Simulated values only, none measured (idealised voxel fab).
process module | voxel capacitor over wiring
cross-section cut | 240 nm wide | cells 5 nm
A cross-section is a grid of square cells, given in bands from the top down. A band is one or more rows of cells.
Each band's line starts with the height of the band's top and of its bottom, in nm. Then come its materials from left to right, each with its width in nm. One material with "throughout" fills the band from edge to edge. "air" is empty space.
Height 0 is the level under which the wafer as received is all one material. The lowest band goes on downwards, as in "0 down".
A width such as "30 to 40" changes by the same amount from each row of cells to the next, from the band's top row to its bottom row.
"no change" after a step means that no cell of the cross-section changed.
closed voids: empty space of 8 cells or more with no open way to the top, each as width x height at its distance from the left edge, in nm
after a step's settings: what the simulator itself notes on the step
overlay nm, on a step with a mask: how far to the right of its planned place the mask lay; to the left if negative
plan
1 op RECEIVE | material Si
2 op CONFORMAL_DEP | material SiO2 | thk nm 15
3 op DIRECTIONAL_DEP | material TiN | thk nm 5
4 op DIRECTIONAL_DEP | material Ru | thk nm 25
5 op DIRECTIONAL_DEP | material aC | thk nm 15
6 op PATTERN | tone cover | mask id METAL_1 | material resist | width nm 20 | pitch nm 75 | thk nm 35 | overlay nm 0
7 op DIRECTIONAL_ETCH | etch materials aC | depth nm 15
8 op STRIP | etch materials resist
9 op DIRECTIONAL_ETCH | etch materials Ru | depth nm 25
10 op DIRECTIONAL_ETCH | etch materials TiN | depth nm 5
11 op STRIP | etch materials aC
12 op CONFORMAL_DEP | material SiCN | thk nm 5
13 op FILL_DEP | material lowk | thk nm 5
14 op CMP | height nm 45
15 op CONFORMAL_DEP | material SiCN | thk nm 5
16 op DIRECTIONAL_DEP | material SiO2 | thk nm 15
17 op PATTERN | tone open | mask id PLUG_1 | material resist | width nm 15 | thk nm 20 | overlay nm 0
18 op DIRECTIONAL_ETCH | etch materials SiO2 | depth nm 15
19 op DIRECTIONAL_ETCH | etch materials SiCN | depth nm 5
20 op STRIP | etch materials resist
21 op CONFORMAL_DEP | material TiN | thk nm 5
22 op FILL_DEP | material Ru | thk nm 5
23 op CMP | height nm 65
24 op DIRECTIONAL_DEP | material TiN | thk nm 10
25 op DIRECTIONAL_DEP | material HfO2 | thk nm 5
26 op DIRECTIONAL_DEP | material TiN | thk nm 5
27 op MASKED_ETCH | tone cover | mask id UPPER_PLATE | width nm 60 | etch materials TiN | depth nm 5 | overlay nm 0
28 op MASKED_ETCH | tone cover | mask id UPPER_PLATE | width nm 60 | etch materials HfO2 | depth nm 5 | overlay nm 0
29 op PATTERN | tone cover | mask id LOWER_PLATE | material resist | width nm 70 | thk nm 15 | overlay nm 0
30 op DIRECTIONAL_ETCH | etch materials TiN | depth nm 10
31 op STRIP | etch materials resist
32 op FILL_DEP | material SiO2 | thk nm 20
33 op CMP | height nm 100
34 op DIRECTIONAL_DEP | material aC | thk nm 10
35 op PATTERN | tone open | mask id PLUG_2 | material resist | width nm 15 | thk nm 30 | overlay nm 0
36 op DIRECTIONAL_ETCH | etch materials aC | depth nm 10
37 op STRIP | etch materials resist
38 op DIRECTIONAL_ETCH | etch materials SiO2 | depth nm 15
39 op STRIP | etch materials aC
40 op CONFORMAL_DEP | material TiN | thk nm 5
41 op FILL_DEP | material W | thk nm 5
42 op CMP | height nm 100
43 op CONFORMAL_DEP | material SiCN | thk nm 5
as received, after step 1
  0 down: Si throughout
  closed voids: none
a wafer at the end: this start, this plan, one mistake
  105 to 100: SiCN throughout
  100 to 90: SiO2 85 | TiN 5 | W 5 | TiN 5 | SiO2 140
  90 to 80: SiO2 85 to 75 | TiN 15 to 60 | SiO2 140 to 105
  80 to 75: SiO2 75 | HfO2 60 | SiO2 105
  75 to 65: SiO2 70 | TiN 70 | SiO2 100
  65 to 60: SiCN 75 | TiN 15 | SiCN 150
  60 to 45: SiO2 throughout
  45 to 20: lowk 65 | SiCN 5 | Ru 20 | SiCN 5 | lowk 45 | SiCN 5 | Ru 20 | SiCN 5 | lowk 70
  20 to 15: SiCN 70 | TiN 20 | SiCN 55 | TiN 20 | SiCN 75
  15 to 0: SiO2 throughout
  0 down: Si throughout
  closed voids: none
what went wrong: steps 15 and 16 were swapped
